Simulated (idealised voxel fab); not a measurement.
The process module that follows is named voxel ribs on slabs.
The width of the displayed cross-section, cut, is 270 nm; its cells are square, with a size of 5 nm.
For the purposes of this document, a cross-section shall be understood as a grid of square cells, specified as bands listed in top-to-bottom order, each band consisting of one or more rows of cells.
It is stipulated that each band's entry specify, in nanometres, the height of the top of the band and then that of its bottom, followed by the materials of the band in left-to-right sequence, each together with its width in nanometres. A single material marked by the word "everywhere" is understood to fill the band from edge to edge; the word "empty" is understood to denote empty space.
Height reference: 0 = level under which incoming wafer is all one material. Lowest band: no bottom, runs on downward, e.g. "top 0, no bottom".
The width entry "30..40" should be interpreted row by row: the top row of cells in the band takes the first number, the bottom row takes the second number, and the change between adjacent rows is uniform throughout.
Where the words "no modifications" appear for a step, the cross-section shows no cell changed by that step; every cell remained as before.
The list in "Catalogued sealed voids" covers empty spaces of 8 cells or more that cannot reach the top through any open way, and it gives each as width x height at distance; the distance is from the left edge, and width, height and distance are in nm.
What comes after the settings on a step's line is commentary from the simulator itself on that step.
Steps that use a mask can have "overlay nm" on their line. It says how far the mask sat to the right of where it was meant to be. Negative means to the left.
SET OUT BELOW ARE THE PLANNED STEPS OF THE PROCESS
1. RECEIVE,material Si
2. DIRECTIONAL_DEP,material SiO2,thk nm 30
3. DIRECTIONAL_DEP,material polySi,thk nm 25
4. MASKED_ETCH,tone cover,mask id RIB,width nm 20,etch materials polySi,depth nm 5,overlay nm 0
5. MASKED_ETCH,tone cover,mask id SLAB,width nm 80,etch materials polySi,depth nm 20,overlay nm 0
6. FILL_DEP,material SiO2,thk nm 30
7. CMP,height nm 75
8. DIRECTIONAL_DEP,material W,thk nm 10
9. PATTERN,tone cover,mask id HEATER,material resist,width nm 30,thk nm 15,overlay nm 0
10. DIRECTIONAL_ETCH,etch materials W,depth nm 10
11. STRIP,etch materials resist
12. CONFORMAL_DEP,material SiO2,thk nm 10
ON THE FIRST OF THE TWO WAFERS: RUN CONDUCTED ACCORDING TO PLAN
WAFER AS RECEIVED: CROSS-SECTION FOLLOWING STEP 1
> top 0, no bottom  Si everywhere
> Catalogued sealed voids: none
YOU'RE LOOKING AT A CROSS-SECTION OF THE WAFER AFTER STEP 2
> top 30, bottom 0  SiO2 everywhere
> Note: structure below 0 unchanged.
YOU'RE LOOKING AT A CROSS-SECTION OF THE WAFER AFTER STEP 3
> top 55, bottom 30  polySi everywhere
> Note: structure below 30 unchanged.
YOU'RE LOOKING AT A CROSS-SECTION OF THE WAFER AFTER STEP 4
> top 55, bottom 50  empty 125  polySi 20  empty 125
> Note: structure below 50 unchanged.
YOU'RE LOOKING AT A CROSS-SECTION OF THE WAFER AFTER STEP 5
> top 55, bottom 50  empty 125  polySi 20  empty 125
> top 50, bottom 30  empty 95  polySi 80  empty 95
> Note: structure below 30 unchanged.
YOU'RE LOOKING AT A CROSS-SECTION OF THE WAFER AFTER STEP 6
> top 85, bottom 55  SiO2 everywhere
> top 55, bottom 50  SiO2 125  polySi 20  SiO2 125
> top 50, bottom 30  SiO2 95  polySi 80  SiO2 95
> Note: structure below 30 unchanged.
YOU'RE LOOKING AT A CROSS-SECTION OF THE WAFER AFTER STEP 7
> top 75, bottom 55  SiO2 everywhere
> Note: structure below 55 unchanged.
YOU'RE LOOKING AT A CROSS-SECTION OF THE WAFER AFTER STEP 8
> top 85, bottom 75  W everywhere
> Note: structure below 75 unchanged.
YOU'RE LOOKING AT A CROSS-SECTION OF THE WAFER AFTER STEP 9
> top 100, bottom 85  empty 120  resist 30  empty 120
> Note: structure below 85 unchanged.
YOU'RE LOOKING AT A CROSS-SECTION OF THE WAFER AFTER STEP 10
> top 100, bottom 85  empty 120  resist 30  empty 120
> top 85, bottom 75  empty 120  W 30  empty 120
> Note: structure below 75 unchanged.
YOU'RE LOOKING AT A CROSS-SECTION OF THE WAFER AFTER STEP 11
> top 85, bottom 75  empty 120  W 30  empty 120
> Note: structure below 75 unchanged.
YOU'RE LOOKING AT A CROSS-SECTION OF THE WAFER AFTER STEP 12
> top 95, bottom 85  empty 110  SiO2 50  empty 110
> top 85, bottom 75  SiO2 120  W 30  SiO2 120
> Note: structure below 75 unchanged.
REGARDING THE SECOND OF THE TWO WAFERS: IT SHARED THE FIRST WAFER'S STARTING CONDITION AND PROCESS PLAN, YET ONE ERROR OCCURRED DURING ITS EXECUTION. ITS HISTORY COINCIDES WITH THAT OF THE FIRST WAFER UP TO AND INCLUDING STEP 1
CROSS-SECTION OF THE SECOND WAFER AT THE TIME STEP 2 OF THE PLAN SHOULD HAVE ENDED
> top 25, bottom 0  polySi everywhere
> Note: structure below 0 unchanged.
CROSS-SECTION OF THE SECOND WAFER AT THE TIME STEP 3 OF THE PLAN SHOULD HAVE ENDED
> top 55, bottom 25  SiO2 everywhere
> Note: structure below 25 unchanged.
Cross-section of the second wafer at the time step 4 of the plan should have ended: no modifications
Cross-section of the second wafer at the time step 5 of the plan should have ended: no modifications
CROSS-SECTION OF THE SECOND WAFER AT THE TIME STEP 6 OF THE PLAN SHOULD HAVE ENDED
> top 85, bottom 25  SiO2 everywhere
> Note: structure below 25 unchanged.
CROSS-SECTION OF THE SECOND WAFER AT THE TIME STEP 7 OF THE PLAN SHOULD HAVE ENDED
> top 75, bottom 25  SiO2 everywhere
> Note: structure below 25 unchanged.
CROSS-SECTION OF THE SECOND WAFER AT THE TIME STEP 8 OF THE PLAN SHOULD HAVE ENDED
> top 85, bottom 75  W everywhere
> Note: structure below 75 unchanged.
CROSS-SECTION OF THE SECOND WAFER AT THE TIME STEP 9 OF THE PLAN SHOULD HAVE ENDED
> top 100, bottom 85  empty 120  resist 30  empty 120
> Note: structure below 85 unchanged.
CROSS-SECTION OF THE SECOND WAFER AT THE TIME STEP 10 OF THE PLAN SHOULD HAVE ENDED
> top 100, bottom 85  empty 120  resist 30  empty 120
> top 85, bottom 75  empty 120  W 30  empty 120
> Note: structure below 75 unchanged.
CROSS-SECTION OF THE SECOND WAFER AT THE TIME STEP 11 OF THE PLAN SHOULD HAVE ENDED
> top 85, bottom 75  empty 120  W 30  empty 120
> Note: structure below 75 unchanged.
CROSS-SECTION OF THE SECOND WAFER AT THE TIME STEP 12 OF THE PLAN SHOULD HAVE ENDED
> top 95, bottom 85  empty 110  SiO2 50  empty 110
> top 85, bottom 75  SiO2 120  W 30  SiO2 120
> Note: structure below 75 unchanged.
It is concluded that the wafer was processed incorrectly with respect to the plan, in that it was found that steps 2 and 3 of the process plan had been performed in exchanged positions
The closing comparison, in cells, has the second wafer with more or fewer of some materials than the first: -202 SiO2 | +202 polySi
